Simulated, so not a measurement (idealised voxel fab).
Process module heading - voxel capacitor over wiring
Cross-section cut: width 265 nm, square cells of 5 nm.
A cross-section is a grid of square cells, given in bands from the top down. A band is one or more rows of cells.
For a band, the entry starts with two heights in nm, that of the top and then that of the bottom, and carries on with the band's materials in order from left to right, each alongside its width in nm; the word "all across" beside a single material means it fills the band edge to edge, and "blank" means empty space.
The reference from which all heights are counted is 0, the level beneath which the as-received wafer is entirely one material; the lowest band, having no lower bound, proceeds downward and is written after the example "from 0 down".
Width: "30..40" (first number = top row, second number = bottom row, same change from row to row of cells).
The designation "nothing got changed", where it is given for a processing step, indicates that no cell of the cross-section was altered in the course of that step.
Empty spaces counting at least 8 cells and having no open way to the top are listed in "Enclosed empty spaces". The notation width x height at distance is used for each, the distance being from the left edge and all three values in nm.
If you see something after the settings on a step's line, that's the simulator's own remark about that step.
overlay nm: mask offset rightward from planned place, masked step; negative means leftward offset.

List of planned process steps
1: RECEIVE [material Si]
2: CONFORMAL_DEP [material SiO2] [thk nm 10]
3: DIRECTIONAL_DEP [material TiN] [thk nm 5]
4: DIRECTIONAL_DEP [material Ru] [thk nm 15]
5: PATTERN [tone cover] [mask id METAL_1] [material resist] [width nm 30] [pitch nm 100] [thk nm 15] [overlay nm 0]
6: DIRECTIONAL_ETCH [etch materials Ru] [depth nm 15]
7: DIRECTIONAL_ETCH [etch materials TiN] [depth nm 5]
8: STRIP [etch materials resist]
9: FILL_DEP [material SiO2] [thk nm 10]
10: CMP [height nm 30]
11: CONFORMAL_DEP [material SiCN] [thk nm 5]
12: DIRECTIONAL_DEP [material SiO2] [thk nm 20]
13: PATTERN [tone open] [mask id PLUG_1] [material resist] [width nm 15] [thk nm 20] [overlay nm 0]
14: DIRECTIONAL_ETCH [etch materials SiO2] [depth nm 20]
15: DIRECTIONAL_ETCH [etch materials SiCN] [depth nm 5]
16: STRIP [etch materials resist]
17: CONFORMAL_DEP [material TiN] [thk nm 5]
18: FILL_DEP [material W] [thk nm 5]
19: CMP [height nm 55]
20: DIRECTIONAL_DEP [material TiN] [thk nm 10]
21: DIRECTIONAL_DEP [material SiN] [thk nm 5]
22: DIRECTIONAL_DEP [material TiN] [thk nm 5]
23: DIRECTIONAL_DEP [material aC] [thk nm 10]
24: PATTERN [tone cover] [mask id UPPER_PLATE] [material resist] [width nm 65] [thk nm 30] [overlay nm 0]
25: DIRECTIONAL_ETCH [etch materials aC] [depth nm 10]
26: STRIP [etch materials resist]
27: DIRECTIONAL_ETCH [etch materials TiN] [depth nm 5]
28: DIRECTIONAL_ETCH [etch materials SiN] [depth nm 5]
29: STRIP [etch materials aC]
30: DIRECTIONAL_DEP [material aC] [thk nm 15]
31: PATTERN [tone cover] [mask id LOWER_PLATE] [material resist] [width nm 85] [thk nm 30] [overlay nm 0]
32: DIRECTIONAL_ETCH [etch materials aC] [depth nm 15]
33: STRIP [etch materials resist]
34: DIRECTIONAL_ETCH [etch materials TiN] [depth nm 10]
35: STRIP [etch materials aC]
36: FILL_DEP [material SiO2] [thk nm 15]
37: CMP [height nm 85]
38: DIRECTIONAL_DEP [material aC] [thk nm 15]
39: PATTERN [tone open] [mask id PLUG_2] [material resist] [width nm 15] [thk nm 30] [overlay nm 0]
40: DIRECTIONAL_ETCH [etch materials aC] [depth nm 15]
41: STRIP [etch materials resist]
42: DIRECTIONAL_ETCH [etch materials SiO2] [depth nm 10]
43: STRIP [etch materials aC]
44: CONFORMAL_DEP [material TiN] [thk nm 5]
45: FILL_DEP [material Cu] [thk nm 5]
46: CMP [height nm 85]
47: CONFORMAL_DEP [material SiN] [thk nm 5]
What sets these wafers apart? The width nm at step 24. They all start alike, and the plan carries the first wafer's value.

After step 1, as received: first of several wafers, cross-section
  from 0 down = Si all across
  Enclosed empty spaces: none

Rows = wafers. At module end, each row lists per material the cells gained (+) or lost (-) since the wafer was received, then the closed voids
width nm 65; +1 Cu; +36 Ru; +50 SiCN; +66 SiN; +722 SiO2; +75 TiN; +4 W; Enclosed empty spaces: none
width nm 70; +1 Cu; +36 Ru; +50 SiCN; +67 SiN; +720 SiO2; +76 TiN; +4 W; Enclosed empty spaces: none
width nm 75; +1 Cu; +36 Ru; +50 SiCN; +68 SiN; +718 SiO2; +77 TiN; +4 W; Enclosed empty spaces: none
width nm 80; +1 Cu; +36 Ru; +50 SiCN; +69 SiN; +716 SiO2; +78 TiN; +4 W; Enclosed empty spaces: none
width nm 85; +1 Cu; +36 Ru; +50 SiCN; +70 SiN; +714 SiO2; +79 TiN; +4 W; Enclosed empty spaces: none
width nm 90; +1 Cu; +36 Ru; +50 SiCN; +71 SiN; +711 SiO2; +81 TiN; +4 W; Enclosed empty spaces: none
